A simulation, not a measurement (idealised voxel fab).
A process module follows: voxel wiring stack.
In the cross-section labelled cut, the width is 195 nm and each square cell is 5 nm.
A cross-section in this document is a grid of square cells, and it is written down as bands, the top band listed before the ones below it; a band is made up of one or more rows of cells. Heights first: top, then bottom, in nm. Then materials, left to right, each with a width in nm. "everywhere" on a single material: fills the band edge to edge. "empty": empty space. Note: height 0 marks the level under which the wafer is uniformly one material as received. Lowest band unbounded below, written "0 nm and below". The width entry "30->40" should be interpreted row by row: the top row of cells in the band takes the first number, the bottom row takes the second number, and the change between adjacent rows is uniform throughout. "all unchanged" -> step changed no cross-section cell. In "Unvented voids" the enclosed voids are listed, meaning empty spaces of 8 cells or larger without any opening to the top. The form is width x height at distance, distance from the left edge, units nm. Text after the settings on a step's line: the simulator's own remark on that step. What "overlay nm" on a step's line means: if the step has a mask, that mask lay this far to the right of its planned place, or, when the value is negative, to the left. The remainder of this document consists of a sequence of paired cross-sections. Each pair presents the cross-section prior to one process step together with the cross-section following it, the latter being rendered only as deep as the lowest band that underwent change. The intervening step, together with its settings, is stated beneath each pair. Because the pairs may originate from different runs of this module on the same starting wafer, a given pair is to be read as continuing from the preceding pair only where its entry headed "Pre-step cross-section" so indicates.

[Pre-step cross-section]
90 nm to 85 nm | SiO2 everywhere
85 nm to 65 nm | SiO2 15 nm / Ru 30 nm / SiO2 15 nm / Ru 30 nm / SiO2 15 nm / Ru 30 nm / SiO2 15 nm / Ru 30 nm / SiO2 15 nm
65 nm to 60 nm | SiO2 15 nm / TiN 30 nm / SiO2 15 nm / TiN 30 nm / SiO2 15 nm / TiN 30 nm / SiO2 15 nm / TiN 30 nm / SiO2 15 nm
60 nm to 45 nm | lowk 15 nm / Ru 15 nm / lowk 30 nm / Ru 15 nm / lowk 30 nm / Ru 15 nm / lowk 30 nm / Ru 15 nm / lowk 30 nm
45 nm to 40 nm | SiCN 15 nm / Ru 15 nm / SiCN 30 nm / Ru 15 nm / SiCN 30 nm / Ru 15 nm / SiCN 30 nm / Ru 15 nm / SiCN 30 nm
40 nm to 35 nm | Ru everywhere
35 nm to 30 nm | TiN 20 nm / Cu 20 nm / TiN 25 nm / Cu 20 nm / TiN 25 nm / Cu 20 nm / TiN 25 nm / Cu 20 nm / TiN 20 nm
30 nm to 20 nm | lowk 15 nm / TiN 5 nm / Cu 20 nm / TiN 5 nm / lowk 15 nm / TiN 5 nm / Cu 20 nm / TiN 5 nm / lowk 15 nm / TiN 5 nm / Cu 20 nm / TiN 5 nm / lowk 15 nm / TiN 5 nm / Cu 20 nm / TiN 5 nm / lowk 15 nm
20 nm to 15 nm | lowk 15 nm / TiN 30 nm / lowk 15 nm / TiN 30 nm / lowk 15 nm / TiN 30 nm / lowk 15 nm / TiN 30 nm / lowk 15 nm
15 nm to 0 nm | SiO2 everywhere
0 nm and below | Si everywhere
Unvented voids: none

[Post-Step Section View]
85 nm to 65 nm | SiO2 15 nm / Ru 30 nm / SiO2 15 nm / Ru 30 nm / SiO2 15 nm / Ru 30 nm / SiO2 15 nm / Ru 30 nm / SiO2 15 nm
Note: structure below 65 unchanged.
Unvented voids: none
The structure goes from the before cross-section above to the after cross-section through CMP (height nm 85)

Pre-step cross-section: = after-state of the pair above.

[Post-Step Section View]
90 nm to 85 nm | SiCN everywhere
Note: structure below 85 unchanged.
Unvented voids: none
The structure goes from the before cross-section above to the after cross-section through CONFORMAL_DEP (material SiCN; thk nm 5)

Pre-step cross-section: = after-state of the pair above.

[Post-Step Section View]
120 nm to 90 nm | SiO2 everywhere
Note: structure below 90 unchanged.
Unvented voids: none
The structure goes from the before cross-section above to the after cross-section through DIRECTIONAL_DEP (material SiO2; thk nm 30)

Pre-step cross-section: = after-state of the pair above.

[Post-Step Section View]
135 nm to 120 nm | resist 15 nm / empty 30 nm / resist 15 nm / empty 30 nm / resist 15 nm / empty 30 nm / resist 15 nm / empty 30 nm / resist 15 nm
Note: structure below 120 unchanged.
Unvented voids: none
The structure goes from the before cross-section above to the after cross-section through PATTERN (tone open; mask id METAL_3; material resist; width nm 30; pitch nm 45; thk nm 15; overlay nm 0)

Pre-step cross-section: = after-state of the pair above.

[Post-Step Section View]
135 nm to 120 nm | resist 15 nm / empty 30 nm / resist 15 nm / empty 30 nm / resist 15 nm / empty 30 nm / resist 15 nm / empty 30 nm / resist 15 nm
120 nm to 100 nm | SiO2 15 nm / empty 30 nm / SiO2 15 nm / empty 30 nm / SiO2 15 nm / empty 30 nm / SiO2 15 nm / empty 30 nm / SiO2 15 nm
Note: structure below 100 unchanged.
Unvented voids: none
The structure goes from the before cross-section above to the after cross-section through DIRECTIONAL_ETCH (etch materials SiO2; depth nm 20)

Pre-step cross-section: = after-state of the pair above.

[Post-Step Section View]
120 nm to 100 nm | SiO2 15 nm / empty 30 nm / SiO2 15 nm / empty 30 nm / SiO2 15 nm / empty 30 nm / SiO2 15 nm / empty 30 nm / SiO2 15 nm
Note: structure below 100 unchanged.
Unvented voids: none
The structure goes from the before cross-section above to the after cross-section through STRIP (etch materials resist)

Pre-step cross-section: = after-state of the pair above.

[Post-Step Section View]
135 nm to 120 nm | resist 15 nm / empty 15 nm / resist 75 nm / empty 15 nm / resist 75 nm
120 nm to 100 nm | SiO2 15 nm / empty 15 nm / resist 15 nm / SiO2 15 nm / resist 30 nm / SiO2 15 nm / empty 15 nm / resist 15 nm / SiO2 15 nm / resist 30 nm / SiO2 15 nm
Note: structure below 100 unchanged.
Unvented voids: none
The structure goes from the before cross-section above to the after cross-section through PATTERN (tone open; mask id METAL_3_HOLES; material resist; width nm 15; pitch nm 90; thk nm 15; overlay nm 0)

Pre-step cross-section: = after-state of the pair above.

[Post-Step Section View]
135 nm to 120 nm | resist 15 nm / empty 15 nm / resist 75 nm / empty 15 nm / resist 75 nm
120 nm to 100 nm | SiO2 15 nm / empty 15 nm / resist 15 nm / SiO2 15 nm / resist 30 nm / SiO2 15 nm / empty 15 nm / resist 15 nm / SiO2 15 nm / resist 30 nm / SiO2 15 nm
100 nm to 90 nm | SiO2 15 nm / empty 15 nm / SiO2 75 nm / empty 15 nm / SiO2 75 nm
Note: structure below 90 unchanged.
Unvented voids: none
The structure goes from the before cross-section above to the after cross-section through DIRECTIONAL_ETCH (etch materials SiO2; depth nm 10)

Pre-step cross-section: = after-state of the pair above.

[Post-Step Section View]
135 nm to 120 nm | resist 15 nm / empty 15 nm / resist 75 nm / empty 15 nm / resist 75 nm
120 nm to 100 nm | SiO2 15 nm / empty 15 nm / resist 15 nm / SiO2 15 nm / resist 30 nm / SiO2 15 nm / empty 15 nm / resist 15 nm / SiO2 15 nm / resist 30 nm / SiO2 15 nm
100 nm to 90 nm | SiO2 15 nm / empty 15 nm / SiO2 75 nm / empty 15 nm / SiO2 75 nm
90 nm to 85 nm | SiCN 15 nm / empty 15 nm / SiCN 75 nm / empty 15 nm / SiCN 75 nm
Note: structure below 85 unchanged.
Unvented voids: none
The structure goes from the before cross-section above to the after cross-section through DIRECTIONAL_ETCH (etch materials SiCN; depth nm 5)

Pre-step cross-section: = after-state of the pair above.

[Post-Step Section View]
120 nm to 100 nm | SiO2 15 nm / empty 30 nm / SiO2 15 nm / empty 30 nm / SiO2 15 nm / empty 30 nm / SiO2 15 nm / empty 30 nm / SiO2 15 nm
Note: structure below 100 unchanged.
Unvented voids: none
The structure goes from the before cross-section above to the after cross-section through STRIP (etch materials resist)

Pre-step cross-section: = after-state of the pair above.

[Post-Step Section View]
125 nm to 120 nm | TiN 20 nm / empty 20 nm / TiN 25 nm / empty 20 nm / TiN 25 nm / empty 20 nm / TiN 25 nm / empty 20 nm / TiN 20 nm
120 nm to 105 nm | SiO2 15 nm / TiN 5 nm / empty 20 nm / TiN 5 nm / SiO2 15 nm / TiN 5 nm / empty 20 nm / TiN 5 nm / SiO2 15 nm / TiN 5 nm / empty 20 nm / TiN 5 nm / SiO2 15 nm / TiN 5 nm / empty 20 nm / TiN 5 nm / SiO2 15 nm
105 nm to 100 nm | SiO2 15 nm / TiN 5 nm / empty 5 nm / TiN 20 nm / SiO2 15 nm / TiN 30 nm / SiO2 15 nm / TiN 5 nm / empty 5 nm / TiN 20 nm / SiO2 15 nm / TiN 30 nm / SiO2 15 nm
100 nm to 90 nm | SiO2 15 nm / TiN 5 nm / empty 5 nm / TiN 5 nm / SiO2 75 nm / TiN 5 nm / empty 5 nm / TiN 5 nm / SiO2 75 nm
90 nm to 85 nm | SiCN 15 nm / TiN 15 nm / SiCN 75 nm / TiN 15 nm / SiCN 75 nm
Note: structure below 85 unchanged.
Unvented voids: none
The structure goes from the before cross-section above to the after cross-section through CONFORMAL_DEP (material TiN; thk nm 5)

Pre-step cross-section: = after-state of the pair above.

[Post-Step Section View]
135 nm to 125 nm | Cu everywhere
125 nm to 120 nm | TiN 20 nm / Cu 20 nm / TiN 25 nm / Cu 20 nm / TiN 25 nm / Cu 20 nm / TiN 25 nm / Cu 20 nm / TiN 20 nm
120 nm to 105 nm | SiO2 15 nm / TiN 5 nm / Cu 20 nm / TiN 5 nm / SiO2 15 nm / TiN 5 nm / Cu 20 nm / TiN 5 nm / SiO2 15 nm / TiN 5 nm / Cu 20 nm / TiN 5 nm / SiO2 15 nm / TiN 5 nm / Cu 20 nm / TiN 5 nm / SiO2 15 nm
105 nm to 100 nm | SiO2 15 nm / TiN 5 nm / Cu 5 nm / TiN 20 nm / SiO2 15 nm / TiN 30 nm / SiO2 15 nm / TiN 5 nm / Cu 5 nm / TiN 20 nm / SiO2 15 nm / TiN 30 nm / SiO2 15 nm
100 nm to 90 nm | SiO2 15 nm / TiN 5 nm / Cu 5 nm / TiN 5 nm / SiO2 75 nm / TiN 5 nm / Cu 5 nm / TiN 5 nm / SiO2 75 nm
Note: structure below 90 unchanged.
Unvented voids: none
The structure goes from the before cross-section above to the after cross-section through FILL_DEP (material Cu; thk nm 10)

Pre-step cross-section: = after-state of the pair above.

[Post-Step Section View]
120 nm to 105 nm | SiO2 15 nm / TiN 5 nm / Cu 20 nm / TiN 5 nm / SiO2 15 nm / TiN 5 nm / Cu 20 nm / TiN 5 nm / SiO2 15 nm / TiN 5 nm / Cu 20 nm / TiN 5 nm / SiO2 15 nm / TiN 5 nm / Cu 20 nm / TiN 5 nm / SiO2 15 nm
Note: structure below 105 unchanged.
Unvented voids: none
The structure goes from the before cross-section above to the after cross-section through CMP (height nm 120)

Pre-step cross-section: = after-state of the pair above.

[Post-Step Section View]
125 nm to 120 nm | SiCN everywhere
Note: structure below 120 unchanged.
Unvented voids: none
The structure goes from the before cross-section above to the after cross-section through CONFORMAL_DEP (material SiCN; thk nm 5)

[Pre-step cross-section]
120 nm to 90 nm | SiO2 everywhere
90 nm to 85 nm | SiCN everywhere
85 nm to 65 nm | SiO2 15 nm / Ru 30 nm / SiO2 15 nm / Ru 30 nm / SiO2 15 nm / Ru 30 nm / SiO2 15 nm / Ru 30 nm / SiO2 15 nm
65 nm to 60 nm | SiO2 15 nm / TiN 30 nm / SiO2 15 nm / TiN 30 nm / SiO2 15 nm / TiN 30 nm / SiO2 15 nm / TiN 30 nm / SiO2 15 nm
60 nm to 45 nm | lowk 15 nm / Ru 15 nm / lowk 30 nm / Ru 15 nm / lowk 30 nm / Ru 15 nm / lowk 30 nm / Ru 15 nm / lowk 30 nm
45 nm to 35 nm | SiCN 15->10 nm / Ru 15->40 nm / SiCN 30->5 nm / Ru 15->40 nm / SiCN 30->5 nm / Ru 15->40 nm / SiCN 30->5 nm / Ru 15->40 nm / SiCN 30->10 nm
35 nm to 20 nm | lowk 15 nm / TiN 5 nm / Cu 20 nm / TiN 5 nm / lowk 15 nm / TiN 5 nm / Cu 20 nm / TiN 5 nm / lowk 15 nm / TiN 5 nm / Cu 20 nm / TiN 5 nm / lowk 15 nm / TiN 5 nm / Cu 20 nm / TiN 5 nm / lowk 15 nm
20 nm to 15 nm | SiN 15 nm / TiN 30 nm / SiN 15 nm / TiN 30 nm / SiN 15 nm / TiN 30 nm / SiN 15 nm / TiN 30 nm / SiN 15 nm
15 nm to 0 nm | SiO2 everywhere
0 nm and below | Si everywhere
Unvented voids: none

[Post-Step Section View]
150 nm to 90 nm | SiO2 everywhere
Note: structure below 90 unchanged.
Unvented voids: none
The structure goes from the before cross-section above to the after cross-section through DIRECTIONAL_DEP (material SiO2; thk nm 30)

Pre-step cross-section: = after-state of the pair above.

[Post-Step Section View]
165 nm to 150 nm | resist 15 nm / empty 30 nm / resist 15 nm / empty 30 nm / resist 15 nm / empty 30 nm / resist 15 nm / empty 30 nm / resist 15 nm
Note: structure below 150 unchanged.
Unvented voids: none
The structure goes from the before cross-section above to the after cross-section through PATTERN (tone open; mask id METAL_3; material resist; width nm 30; pitch nm 45; thk nm 15; overlay nm 0)

Pre-step cross-section: = after-state of the pair above.

[Post-Step Section View]
165 nm to 150 nm | resist 15 nm / empty 30 nm / resist 15 nm / empty 30 nm / resist 15 nm / empty 30 nm / resist 15 nm / empty 30 nm / resist 15 nm
150 nm to 130 nm | SiO2 15 nm / empty 30 nm / SiO2 15 nm / empty 30 nm / SiO2 15 nm / empty 30 nm / SiO2 15 nm / empty 30 nm / SiO2 15 nm
Note: structure below 130 unchanged.
Unvented voids: none
The structure goes from the before cross-section above to the after cross-section through DIRECTIONAL_ETCH (etch materials SiO2; depth nm 20)

Pre-step cross-section: = after-state of the pair above.

[Post-Step Section View]
150 nm to 130 nm | SiO2 15 nm / empty 30 nm / SiO2 15 nm / empty 30 nm / SiO2 15 nm / empty 30 nm / SiO2 15 nm / empty 30 nm / SiO2 15 nm
Note: structure below 130 unchanged.
Unvented voids: none
The structure goes from the before cross-section above to the after cross-section through STRIP (etch materials resist)

Pre-step cross-section: = after-state of the pair above.

[Post-Step Section View]
165 nm to 150 nm | resist 15 nm / empty 15 nm / resist 75 nm / empty 15 nm / resist 75 nm
150 nm to 130 nm | SiO2 15 nm / empty 15 nm / resist 15 nm / SiO2 15 nm / resist 30 nm / SiO2 15 nm / empty 15 nm / resist 15 nm / SiO2 15 nm / resist 30 nm / SiO2 15 nm
Note: structure below 130 unchanged.
Unvented voids: none
The structure goes from the before cross-section above to the after cross-section through PATTERN (tone open; mask id METAL_3_HOLES; material resist; width nm 15; pitch nm 90; thk nm 15; overlay nm 0)

Pre-step cross-section: = after-state of the pair above.

[Post-Step Section View]
165 nm to 150 nm | resist 15 nm / empty 15 nm / resist 75 nm / empty 15 nm / resist 75 nm
150 nm to 130 nm | SiO2 15 nm / empty 15 nm / resist 15 nm / SiO2 15 nm / resist 30 nm / SiO2 15 nm / empty 15 nm / resist 15 nm / SiO2 15 nm / resist 30 nm / SiO2 15 nm
130 nm to 120 nm | SiO2 15 nm / empty 15 nm / SiO2 75 nm / empty 15 nm / SiO2 75 nm
Note: structure below 120 unchanged.
Unvented voids: none
The structure goes from the before cross-section above to the after cross-section through DIRECTIONAL_ETCH (etch materials SiO2; depth nm 10)

Pre-step cross-section: = after-state of the pair above.

[Post-Step Section View]
150 nm to 130 nm | SiO2 15 nm / empty 30 nm / SiO2 15 nm / empty 30 nm / SiO2 15 nm / empty 30 nm / SiO2 15 nm / empty 30 nm / SiO2 15 nm
Note: structure below 130 unchanged.
Unvented voids: none
The structure goes from the before cross-section above to the after cross-section through STRIP (etch materials resist)

Pre-step cross-section: = after-state of the pair above.

[Post-Step Section View]
155 nm to 150 nm | TiN 20 nm / empty 20 nm / TiN 25 nm / empty 20 nm / TiN 25 nm / empty 20 nm / TiN 25 nm / empty 20 nm / TiN 20 nm
150 nm to 135 nm | SiO2 15 nm / TiN 5 nm / empty 20 nm / TiN 5 nm / SiO2 15 nm / TiN 5 nm / empty 20 nm / TiN 5 nm / SiO2 15 nm / TiN 5 nm / empty 20 nm / TiN 5 nm / SiO2 15 nm / TiN 5 nm / empty 20 nm / TiN 5 nm / SiO2 15 nm
135 nm to 130 nm | SiO2 15 nm / TiN 5 nm / empty 5 nm / TiN 20 nm / SiO2 15 nm / TiN 30 nm / SiO2 15 nm / TiN 5 nm / empty 5 nm / TiN 20 nm / SiO2 15 nm / TiN 30 nm / SiO2 15 nm
130 nm to 125 nm | SiO2 15 nm / TiN 5 nm / empty 5 nm / TiN 5 nm / SiO2 75 nm / TiN 5 nm / empty 5 nm / TiN 5 nm / SiO2 75 nm
125 nm to 120 nm | SiO2 15 nm / TiN 15 nm / SiO2 75 nm / TiN 15 nm / SiO2 75 nm
Note: structure below 120 unchanged.
Unvented voids: none
The structure goes from the before cross-section above to the after cross-section through CONFORMAL_DEP (material TiN; thk nm 5)

Pre-step cross-section: = after-state of the pair above.

[Post-Step Section View]
165 nm to 155 nm | Cu everywhere
155 nm to 150 nm | TiN 20 nm / Cu 20 nm / TiN 25 nm / Cu 20 nm / TiN 25 nm / Cu 20 nm / TiN 25 nm / Cu 20 nm / TiN 20 nm
150 nm to 135 nm | SiO2 15 nm / TiN 5 nm / Cu 20 nm / TiN 5 nm / SiO2 15 nm / TiN 5 nm / Cu 20 nm / TiN 5 nm / SiO2 15 nm / TiN 5 nm / Cu 20 nm / TiN 5 nm / SiO2 15 nm / TiN 5 nm / Cu 20 nm / TiN 5 nm / SiO2 15 nm
135 nm to 130 nm | SiO2 15 nm / TiN 5 nm / Cu 5 nm / TiN 20 nm / SiO2 15 nm / TiN 30 nm / SiO2 15 nm / TiN 5 nm / Cu 5 nm / TiN 20 nm / SiO2 15 nm / TiN 30 nm / SiO2 15 nm
130 nm to 125 nm | SiO2 15 nm / TiN 5 nm / Cu 5 nm / TiN 5 nm / SiO2 75 nm / TiN 5 nm / Cu 5 nm / TiN 5 nm / SiO2 75 nm
Note: structure below 125 unchanged.
Unvented voids: none
The structure goes from the before cross-section above to the after cross-section through FILL_DEP (material Cu; thk nm 10)

Pre-step cross-section: = after-state of the pair above.

[Post-Step Section View]
120 nm to 90 nm | SiO2 everywhere
Note: structure below 90 unchanged.
Unvented voids: none
The structure goes from the before cross-section above to the after cross-section through CMP (height nm 120)

Pre-step cross-section: = after-state of the pair above.

[Post-Step Section View]
125 nm to 120 nm | SiCN everywhere
Note: structure below 120 unchanged.
Unvented voids: none
The structure goes from the before cross-section above to the after cross-section through CONFORMAL_DEP (material SiCN; thk nm 5)

[Pre-step cross-section]
60 nm to 45 nm | lowk 15 nm / Ru 15 nm / lowk 30 nm / Ru 15 nm / lowk 30 nm / Ru 15 nm / lowk 30 nm / Ru 15 nm / lowk 30 nm
45 nm to 35 nm | SiCN 15->10 nm / Ru 15->40 nm / SiCN 30->5 nm / Ru 15->40 nm / SiCN 30->5 nm / Ru 15->40 nm / SiCN 30->5 nm / Ru 15->40 nm / SiCN 30->10 nm
35 nm to 20 nm | lowk 15 nm / TiN 5 nm / Cu 20 nm / TiN 5 nm / lowk 15 nm / TiN 5 nm / Cu 20 nm / TiN 5 nm / lowk 15 nm / TiN 5 nm / Cu 20 nm / TiN 5 nm / lowk 15 nm / TiN 5 nm / Cu 20 nm / TiN 5 nm / lowk 15 nm
20 nm to 15 nm | SiN 15 nm / TiN 30 nm / SiN 15 nm / TiN 30 nm / SiN 15 nm / TiN 30 nm / SiN 15 nm / TiN 30 nm / SiN 15 nm
15 nm to 0 nm | SiO2 everywhere
0 nm and below | Si everywhere
Unvented voids: none

[Post-Step Section View]
80 nm to 60 nm | Ru everywhere
Note: structure below 60 unchanged.
Unvented voids: none
The structure goes from the before cross-section above to the after cross-section through DIRECTIONAL_DEP (material Ru; thk nm 20)

Pre-step cross-section: = after-state of the pair above.

[Post-Step Section View]
85 nm to 80 nm | TiN everywhere
Note: structure below 80 unchanged.
Unvented voids: none
The structure goes from the before cross-section above to the after cross-section through DIRECTIONAL_DEP (material TiN; thk nm 5)

Pre-step cross-section: = after-state of the pair above.

[Post-Step Section View]
85 nm to 80 nm | empty 15 nm / TiN 30 nm / empty 15 nm / TiN 30 nm / empty 15 nm / TiN 30 nm / empty 15 nm / TiN 30 nm / empty 15 nm
Note: structure below 80 unchanged.
Unvented voids: none
The structure goes from the before cross-section above to the after cross-section through MASKED_ETCH (tone cover; mask id METAL_2; width nm 30; pitch nm 45; etch materials TiN; depth nm 5; overlay nm 0)

Pre-step cross-section: = after-state of the pair above.

[Post-Step Section View]
90 nm to 85 nm | SiO2 everywhere
85 nm to 80 nm | SiO2 15 nm / TiN 30 nm / SiO2 15 nm / TiN 30 nm / SiO2 15 nm / TiN 30 nm / SiO2 15 nm / TiN 30 nm / SiO2 15 nm
Note: structure below 80 unchanged.
Unvented voids: none
The structure goes from the before cross-section above to the after cross-section through FILL_DEP (material SiO2; thk nm 5)

Pre-step cross-section: = after-state of the pair above.

[Post-Step Section View]
85 nm to 80 nm | SiO2 15 nm / TiN 30 nm / SiO2 15 nm / TiN 30 nm / SiO2 15 nm / TiN 30 nm / SiO2 15 nm / TiN 30 nm / SiO2 15 nm
Note: structure below 80 unchanged.
Unvented voids: none
The structure goes from the before cross-section above to the after cross-section through CMP (height nm 85)

Pre-step cross-section: = after-state of the pair above.

[Post-Step Section View]
90 nm to 85 nm | SiCN everywhere
Note: structure below 85 unchanged.
Unvented voids: none
The structure goes from the before cross-section above to the after cross-section through CONFORMAL_DEP (material SiCN; thk nm 5)

Pre-step cross-section: = after-state of the pair above.

[Post-Step Section View]
120 nm to 90 nm | SiO2 everywhere
Note: structure below 90 unchanged.
Unvented voids: none
The structure goes from the before cross-section above to the after cross-section through DIRECTIONAL_DEP (material SiO2; thk nm 30)

Pre-step cross-section: = after-state of the pair above.

[Post-Step Section View]
135 nm to 120 nm | resist 15 nm / empty 30 nm / resist 15 nm / empty 30 nm / resist 15 nm / empty 30 nm / resist 15 nm / empty 30 nm / resist 15 nm
Note: structure below 120 unchanged.
Unvented voids: none
The structure goes from the before cross-section above to the after cross-section through PATTERN (tone open; mask id METAL_3; material resist; width nm 30; pitch nm 45; thk nm 15; overlay nm 0)

Pre-step cross-section: = after-state of the pair above.

[Post-Step Section View]
135 nm to 120 nm | resist 15 nm / empty 30 nm / resist 15 nm / empty 30 nm / resist 15 nm / empty 30 nm / resist 15 nm / empty 30 nm / resist 15 nm
120 nm to 100 nm | SiO2 15 nm / empty 30 nm / SiO2 15 nm / empty 30 nm / SiO2 15 nm / empty 30 nm / SiO2 15 nm / empty 30 nm / SiO2 15 nm
Note: structure below 100 unchanged.
Unvented voids: none
The structure goes from the before cross-section above to the after cross-section through DIRECTIONAL_ETCH (etch materials SiO2; depth nm 20)

Pre-step cross-section: = after-state of the pair above.

[Post-Step Section View]
120 nm to 100 nm | SiO2 15 nm / empty 30 nm / SiO2 15 nm / empty 30 nm / SiO2 15 nm / empty 30 nm / SiO2 15 nm / empty 30 nm / SiO2 15 nm
Note: structure below 100 unchanged.
Unvented voids: none
The structure goes from the before cross-section above to the after cross-section through STRIP (etch materials resist)

Pre-step cross-section: = after-state of the pair above.

[Post-Step Section View]
135 nm to 120 nm | resist 15 nm / empty 15 nm / resist 75 nm / empty 15 nm / resist 75 nm
120 nm to 100 nm | SiO2 15 nm / empty 15 nm / resist 15 nm / SiO2 15 nm / resist 30 nm / SiO2 15 nm / empty 15 nm / resist 15 nm / SiO2 15 nm / resist 30 nm / SiO2 15 nm
Note: structure below 100 unchanged.
Unvented voids: none
The structure goes from the before cross-section above to the after cross-section through PATTERN (tone open; mask id METAL_3_HOLES; material resist; width nm 15; pitch nm 90; thk nm 15; overlay nm 0)

Pre-step cross-section: = after-state of the pair above.

[Post-Step Section View]
135 nm to 120 nm | resist 15 nm / empty 15 nm / resist 75 nm / empty 15 nm / resist 75 nm
120 nm to 100 nm | SiO2 15 nm / empty 15 nm / resist 15 nm / SiO2 15 nm / resist 30 nm / SiO2 15 nm / empty 15 nm / resist 15 nm / SiO2 15 nm / resist 30 nm / SiO2 15 nm
100 nm to 90 nm | SiO2 15 nm / empty 15 nm / SiO2 75 nm / empty 15 nm / SiO2 75 nm
Note: structure below 90 unchanged.
Unvented voids: none
The structure goes from the before cross-section above to the after cross-section through DIRECTIONAL_ETCH (etch materials SiO2; depth nm 10)

Pre-step cross-section: = after-state of the pair above.

[Post-Step Section View]
135 nm to 120 nm | resist 15 nm / empty 15 nm / resist 75 nm / empty 15 nm / resist 75 nm
120 nm to 100 nm | SiO2 15 nm / empty 15 nm / resist 15 nm / SiO2 15 nm / resist 30 nm / SiO2 15 nm / empty 15 nm / resist 15 nm / SiO2 15 nm / resist 30 nm / SiO2 15 nm
100 nm to 90 nm | SiO2 15 nm / empty 15 nm / SiO2 75 nm / empty 15 nm / SiO2 75 nm
90 nm to 85 nm | SiCN 15 nm / empty 15 nm / SiCN 75 nm / empty 15 nm / SiCN 75 nm
Note: structure below 85 unchanged.
Unvented voids: none
The structure goes from the before cross-section above to the after cross-section through DIRECTIONAL_ETCH (etch materials SiCN; depth nm 5)

Pre-step cross-section: = after-state of the pair above.

[Post-Step Section View]
120 nm to 100 nm | SiO2 15 nm / empty 30 nm / SiO2 15 nm / empty 30 nm / SiO2 15 nm / empty 30 nm / SiO2 15 nm / empty 30 nm / SiO2 15 nm
Note: structure below 100 unchanged.
Unvented voids: none
The structure goes from the before cross-section above to the after cross-section through STRIP (etch materials resist)

Pre-step cross-section: = after-state of the pair above.

[Post-Step Section View]
125 nm to 120 nm | TiN 20 nm / empty 20 nm / TiN 25 nm / empty 20 nm / TiN 25 nm / empty 20 nm / TiN 25 nm / empty 20 nm / TiN 20 nm
120 nm to 105 nm | SiO2 15 nm / TiN 5 nm / empty 20 nm / TiN 5 nm / SiO2 15 nm / TiN 5 nm / empty 20 nm / TiN 5 nm / SiO2 15 nm / TiN 5 nm / empty 20 nm / TiN 5 nm / SiO2 15 nm / TiN 5 nm / empty 20 nm / TiN 5 nm / SiO2 15 nm
105 nm to 100 nm | SiO2 15 nm / TiN 5 nm / empty 5 nm / TiN 20 nm / SiO2 15 nm / TiN 30 nm / SiO2 15 nm / TiN 5 nm / empty 5 nm / TiN 20 nm / SiO2 15 nm / TiN 30 nm / SiO2 15 nm
100 nm to 90 nm | SiO2 15 nm / TiN 5 nm / empty 5 nm / TiN 5 nm / SiO2 75 nm / TiN 5 nm / empty 5 nm / TiN 5 nm / SiO2 75 nm
90 nm to 85 nm | SiCN 15 nm / TiN 15 nm / SiCN 75 nm / TiN 15 nm / SiCN 75 nm
Note: structure below 85 unchanged.
Unvented voids: none
The structure goes from the before cross-section above to the after cross-section through CONFORMAL_DEP (material TiN; thk nm 5)

Pre-step cross-section: = after-state of the pair above.

[Post-Step Section View]
135 nm to 125 nm | Cu everywhere
125 nm to 120 nm | TiN 20 nm / Cu 20 nm / TiN 25 nm / Cu 20 nm / TiN 25 nm / Cu 20 nm / TiN 25 nm / Cu 20 nm / TiN 20 nm
120 nm to 105 nm | SiO2 15 nm / TiN 5 nm / Cu 20 nm / TiN 5 nm / SiO2 15 nm / TiN 5 nm / Cu 20 nm / TiN 5 nm / SiO2 15 nm / TiN 5 nm / Cu 20 nm / TiN 5 nm / SiO2 15 nm / TiN 5 nm / Cu 20 nm / TiN 5 nm / SiO2 15 nm
105 nm to 100 nm | SiO2 15 nm / TiN 5 nm / Cu 5 nm / TiN 20 nm / SiO2 15 nm / TiN 30 nm / SiO2 15 nm / TiN 5 nm / Cu 5 nm / TiN 20 nm / SiO2 15 nm / TiN 30 nm / SiO2 15 nm
100 nm to 90 nm | SiO2 15 nm / TiN 5 nm / Cu 5 nm / TiN 5 nm / SiO2 75 nm / TiN 5 nm / Cu 5 nm / TiN 5 nm / SiO2 75 nm
Note: structure below 90 unchanged.
Unvented voids: none
The structure goes from the before cross-section above to the after cross-section through FILL_DEP (material Cu; thk nm 10)

Pre-step cross-section: = after-state of the pair above.

[Post-Step Section View]
120 nm to 105 nm | SiO2 15 nm / TiN 5 nm / Cu 20 nm / TiN 5 nm / SiO2 15 nm / TiN 5 nm / Cu 20 nm / TiN 5 nm / SiO2 15 nm / TiN 5 nm / Cu 20 nm / TiN 5 nm / SiO2 15 nm / TiN 5 nm / Cu 20 nm / TiN 5 nm / SiO2 15 nm
Note: structure below 105 unchanged.
Unvented voids: none
The structure goes from the before cross-section above to the after cross-section through CMP (height nm 120)

Pre-step cross-section: = after-state of the pair above.

[Post-Step Section View]
125 nm to 120 nm | SiCN everywhere
Note: structure below 120 unchanged.
Unvented voids: none
The structure goes from the before cross-section above to the after cross-section through CONFORMAL_DEP (material SiCN; thk nm 5)

[Pre-step cross-section]
75 nm to 60 nm | resist 15 nm / empty 15 nm / resist 30 nm / empty 15 nm / resist 30 nm / empty 15 nm / resist 30 nm / empty 15 nm / resist 30 nm
60 nm to 45 nm | lowk everywhere
45 nm to 40 nm | SiCN everywhere
40 nm to 35 nm | SiCN 10 nm / Ru 40 nm / SiCN 5 nm / Ru 40 nm / SiCN 5 nm / Ru 40 nm / SiCN 5 nm / Ru 40 nm / SiCN 10 nm
35 nm to 20 nm | lowk 15 nm / TiN 5 nm / Cu 20 nm / TiN 5 nm / lowk 15 nm / TiN 5 nm / Cu 20 nm / TiN 5 nm / lowk 15 nm / TiN 5 nm / Cu 20 nm / TiN 5 nm / lowk 15 nm / TiN 5 nm / Cu 20 nm / TiN 5 nm / lowk 15 nm
20 nm to 15 nm | SiN 15 nm / TiN 30 nm / SiN 15 nm / TiN 30 nm / SiN 15 nm / TiN 30 nm / SiN 15 nm / TiN 30 nm / SiN 15 nm
15 nm to 0 nm | SiO2 everywhere
0 nm and below | Si everywhere
Unvented voids: none

[Post-Step Section View]
75 nm to 60 nm | resist 15 nm / empty 15 nm / resist 30 nm / empty 15 nm / resist 30 nm / empty 15 nm / resist 30 nm / empty 15 nm / resist 30 nm
60 nm to 50 nm | lowk 15 nm / empty 15 nm / lowk 30 nm / empty 15 nm / lowk 30 nm / empty 15 nm / lowk 30 nm / empty 15 nm / lowk 30 nm
Note: structure below 50 unchanged.
Unvented voids: none
The structure goes from the before cross-section above to the after cross-section through DIRECTIONAL_ETCH (etch materials lowk; depth nm 10)

Pre-step cross-section: = after-state of the pair above.

[Post-Step Section View]
60 nm to 50 nm | lowk 15 nm / empty 15 nm / lowk 30 nm / empty 15 nm / lowk 30 nm / empty 15 nm / lowk 30 nm / empty 15 nm / lowk 30 nm
Note: structure below 50 unchanged.
Unvented voids: none
The structure goes from the before cross-section above to the after cross-section through STRIP (etch materials resist)
